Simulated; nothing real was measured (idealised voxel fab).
Process module heading - voxel released beams
290 nm wide, 5 nm square cells: that's cross-section cut.
In what follows, cross-sections appear as grids of square cells, described through bands that run from the top down, where every band is one or more rows of cells. Within each band entry, the heights of the top and of the bottom of the band appear first, in that order and in nm; the materials of the band then follow from left to right, each with its corresponding width in nm. The designation "everywhere" on a single material indicates that it fills the band from edge to edge; the designation "air" indicates empty space. Heights are expressed relative to 0, this being the level below which the as-received wafer comprises one material exclusively. The lowest band is unbounded in the downward direction and is denoted as in "from 0 down". When a width is written as two numbers, as in "30 to 40", the first number is the width in the top row of cells of the band and the second is the width in its bottom row, and the width changes by the same amount from each row to the next. When a step is marked "nothing got changed", none of the cells in the cross-section changed during that step. "Closed empty spaces" - sealed voids, min. 8 cells, no opening to top; format: width x height at distance (distance from left edge; nm throughout). Read whatever lies past the settings on a step's line as the simulator's own remark about the step. Steps that use a mask can have "overlay nm" on their line. It says how far the mask sat to the right of where it was meant to be. Negative means to the left.

The steps planned for the process are as follows
- 1: RECEIVE | material Si
- 2: CONFORMAL_DEP | material Al2O3 | thk nm 10
- 3: DIRECTIONAL_DEP | material SiO2 | thk nm 20
- 4: DIRECTIONAL_DEP | material aC | thk nm 10
- 5: PATTERN | tone open | mask id ANCHOR | material resist | width nm 40 | thk nm 30 | overlay nm 0
- 6: DIRECTIONAL_ETCH | etch materials aC | depth nm 10
- 7: STRIP | etch materials resist
- 8: DIRECTIONAL_ETCH | etch materials SiO2 | depth nm 20
- 9: STRIP | etch materials aC
- 10: CONFORMAL_DEP | material SiN | thk nm 15
- 11: PATTERN | tone cover | mask id BEAM | material resist | width nm 115 | thk nm 15 | overlay nm -15
- 12: DIRECTIONAL_ETCH | etch materials SiN | depth nm 15
- 13: STRIP | etch materials resist
- 14: STRIP | etch materials SiO2
Don't read the plan's overlay nm for step 11 as applying to every wafer: that's the first wafer's value, and the wafers differ in it, though they all start identical.

The first of several wafers in cross-section, exactly as it reached us after step 1
> from 0 down  Si everywhere
> Closed empty spaces: none

Cross-section after step 14, the final step of the module, for the first of several wafers
> from 45 to 30  70 nm air / 35 nm SiN / 10 nm air / 70 nm SiN / 105 nm air
> from 30 to 25  90 nm air / 15 nm SiN / 10 nm air / 15 nm SiN / 160 nm air
> from 25 to 10  90 nm air / 40 nm SiN / 160 nm air
> from 10 to 0  Al2O3 everywhere
> from 0 down  Si everywhere
> Closed empty spaces: none

End of module, last wafer sectioned
> from 45 to 30  100 nm air / 5 nm SiN / 10 nm air / 100 nm SiN / 75 nm air
> from 30 to 25  90 nm air / 15 nm SiN / 10 nm air / 15 nm SiN / 160 nm air
> from 25 to 10  90 nm air / 40 nm SiN / 160 nm air
> from 10 to 0  Al2O3 everywhere
> from 0 down  Si everywhere
> Closed empty spaces: none

Below is a per-wafer table. In it, each row describes the wafer at the end of the module by giving, for each material, the number of cells gained (+) or lost (-) since the wafer was received, and after that the closed voids of the wafer
overlay nm -15, +116 Al2O3, +93 SiN, Closed empty spaces: none
overlay nm -10, +116 Al2O3, +93 SiN, Closed empty spaces: none
overlay nm -5, +116 Al2O3, +93 SiN, Closed empty spaces: none
overlay nm 0, +116 Al2O3, +93 SiN, Closed empty spaces: none
overlay nm 5, +116 Al2O3, +93 SiN, Closed empty spaces: none
overlay nm 10, +116 Al2O3, +93 SiN, Closed empty spaces: none
overlay nm 15, +116 Al2O3, +93 SiN, Closed empty spaces: none
